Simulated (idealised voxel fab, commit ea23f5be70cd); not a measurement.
The name of this process module is voxel trench capacitor.
The width of the displayed cross-section, cut, is 295 nm; its cells are square, with a size of 5 nm.
A cross-section in this document is a grid of square cells, and it is written down as bands, the top band listed before the ones below it; a band is made up of one or more rows of cells. Basically the band line says how high the top is and how high the bottom is, in nm, and then what's in it from left to right, every material with its width in nm. Empty space shows up as "air", and if a single material carries "everywhere" it runs the full band edge to edge. Zero point of the height axis is 0; under it, received wafer = one material. Lowest band: continues down indefinitely, "0 down". A width such as "30..40" changes by the same amount from each row of cells to the next, from the band's top row to its bottom row. "nothing got changed", as given for a step, is the statement that not any cell of the cross-section underwent a change during that step. Any empty space of 8 cells or more lacking an open way to the top shows up in "Tabulated closed voids" as width x height at distance, distance from the left edge, in nm. If you see something after the settings on a step's line, that's the simulator's own remark about that step. Steps that use a mask can have "overlay nm" on their line. It says how far the mask sat to the right of where it was meant to be. Negative means to the left.

-- Planned process steps
1. RECEIVE (material Si)
2. CONFORMAL_DEP (material SiN; thk nm 5)
3. DIRECTIONAL_DEP (material aC; thk nm 10)
4. PATTERN (tone open; mask id TRENCH; material resist; width nm 20; pitch nm 50; thk nm 30; overlay nm 0)
5. DIRECTIONAL_ETCH (etch materials aC; depth nm 10)
6. STRIP (etch materials resist)
7. DIRECTIONAL_ETCH (etch materials SiN; depth nm 5)
8. DIRECTIONAL_ETCH (etch materials Si; depth nm 35)
9. STRIP (etch materials aC)
10. CONFORMAL_DEP (material SiO2; thk nm 5)
11. FILL_DEP (material polySi; thk nm 10)
12. CMP (height nm 5)

-- So this is the incoming wafer in cross-section - it's already been through step 1
  0 down = Si everywhere
  Tabulated closed voids: none

-- First of two wafers: cross-section at end of module, run per plan
  5 to 0 = SiN 60 nm, then SiO2 5 nm, then polySi 10 nm, then SiO2 5 nm, then SiN 30 nm, then SiO2 5 nm, then polySi 10 nm, then SiO2 5 nm, then SiN 30 nm, then SiO2 5 nm, then polySi 10 nm, then SiO2 5 nm, then SiN 30 nm, then SiO2 5 nm, then polySi 10 nm, then SiO2 5 nm, then SiN 65 nm
  0 to -30 = Si 60 nm, then SiO2 5 nm, then polySi 10 nm, then SiO2 5 nm, then Si 30 nm, then SiO2 5 nm, then polySi 10 nm, then SiO2 5 nm, then Si 30 nm, then SiO2 5 nm, then polySi 10 nm, then SiO2 5 nm, then Si 30 nm, then SiO2 5 nm, then polySi 10 nm, then SiO2 5 nm, then Si 65 nm
  -30 to -35 = Si 60 nm, then SiO2 20 nm, then Si 30 nm, then SiO2 20 nm, then Si 30 nm, then SiO2 20 nm, then Si 30 nm, then SiO2 20 nm, then Si 65 nm
  -35 down = Si everywhere
  Tabulated closed voids: none

-- Wafer two cross-section, module end. Start and plan unchanged from wafer one; one mistake made during the run
  5 to 0 = SiN 50 nm, then SiO2 5 nm, then polySi 10 nm, then SiO2 5 nm, then SiN 30 nm, then SiO2 5 nm, then polySi 10 nm, then SiO2 5 nm, then SiN 30 nm, then SiO2 5 nm, then polySi 10 nm, then SiO2 5 nm, then SiN 30 nm, then SiO2 5 nm, then polySi 10 nm, then SiO2 5 nm, then SiN 75 nm
  0 to -30 = Si 50 nm, then SiO2 5 nm, then polySi 10 nm, then SiO2 5 nm, then Si 30 nm, then SiO2 5 nm, then polySi 10 nm, then SiO2 5 nm, then Si 30 nm, then SiO2 5 nm, then polySi 10 nm, then SiO2 5 nm, then Si 30 nm, then SiO2 5 nm, then polySi 10 nm, then SiO2 5 nm, then Si 75 nm
  -30 to -35 = Si 50 nm, then SiO2 20 nm, then Si 30 nm, then SiO2 20 nm, then Si 30 nm, then SiO2 20 nm, then Si 30 nm, then SiO2 20 nm, then Si 75 nm
  -35 down = Si everywhere
  Tabulated closed voids: none
Deviation from plan: in deviation from the planned setting, step 4 was conducted as PATTERN (tone open; mask id TRENCH; material resist; width nm 20; pitch nm 50; thk nm 30; overlay nm -10)
Final state: per-material cell counts identical on both wafers; locations differ.
